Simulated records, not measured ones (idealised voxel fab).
The process module presented herein is designated voxel double patterning.
Square cell edge 5 nm, section width 230 nm, ID cut.
Cross-sections here: square-cell grids, written as top-down lists of bands, a band being one or more rows of cells.
Heads up on the band format: heights come first, top then bottom, in nm. After that it's the materials left to right, each with its width in nm. A single material flagged "full width" fills the whole band edge to edge, and "air" means there's empty space there.
It should be noted that heights are counted from 0, beneath which the wafer as supplied is of one material throughout, and that the lowest band possesses no lower boundary but continues downward, as written in "0..down".
A two-number width, for instance "30->40", indicates that the width is equal to the first number in the top row of the band and to the second number in the bottom row, and that it changes by a constant amount per row of cells.
"stayed the same" after a step means that no cell of the cross-section changed.
Each empty space that has no open way to the top and spans at least 8 cells appears under "Enclosed cavities" as width x height at distance, the distance counted from the left edge, all in nm.
Formally, on a step line, whatever follows the settings is a remark that the simulator itself makes on the step.
A step line may carry the setting "overlay nm", which, for steps involving a mask, states the distance by which the mask lay to the right of its intended position; negative values denote displacement to the left.

## Set out below are the planned steps of the process
| 1 | op RECEIVE | material Si |
| 2 | op CONFORMAL_DEP | material SiO2 | thk nm 5 |
| 3 | op DIRECTIONAL_DEP | material TiN | thk nm 10 |
| 4 | op DIRECTIONAL_DEP | material SiCN | thk nm 5 |
| 5 | op DIRECTIONAL_DEP | material aC | thk nm 15 |
| 6 | op PATTERN | tone open | mask id FIRST | material resist | width nm 15 | pitch nm 50 | thk nm 30 | overlay nm 0 |
| 7 | op DIRECTIONAL_ETCH | etch materials aC | depth nm 15 |
| 8 | op STRIP | etch materials resist |
| 9 | op DIRECTIONAL_ETCH | etch materials SiCN | depth nm 5 |
| 10 | op STRIP | etch materials aC |
| 11 | op MASKED_ETCH | tone open | mask id SECOND | width nm 15 | etch materials SiCN | depth nm 5 | overlay nm 0 |
| 12 | op DIRECTIONAL_ETCH | etch materials TiN | depth nm 10 |
| 13 | op STRIP | etch materials SiCN |

## Received-state cross-section, reflecting completion of step 1
- 0..down  Si full width
- Enclosed cavities: none

## End-of-module cross-section. Starting structure and process plan as above; one mistake made in running it
- 15..5  105 of air, then 15 of TiN, then 110 of air
- 5..0  SiO2 full width
- 0..down  Si full width
- Enclosed cavities: none
Where did the run depart from the plan? step 11 ran as: op MASKED_ETCH | tone cover | mask id SECOND | width nm 15 | etch materials SiCN | depth nm 5 | overlay nm 0
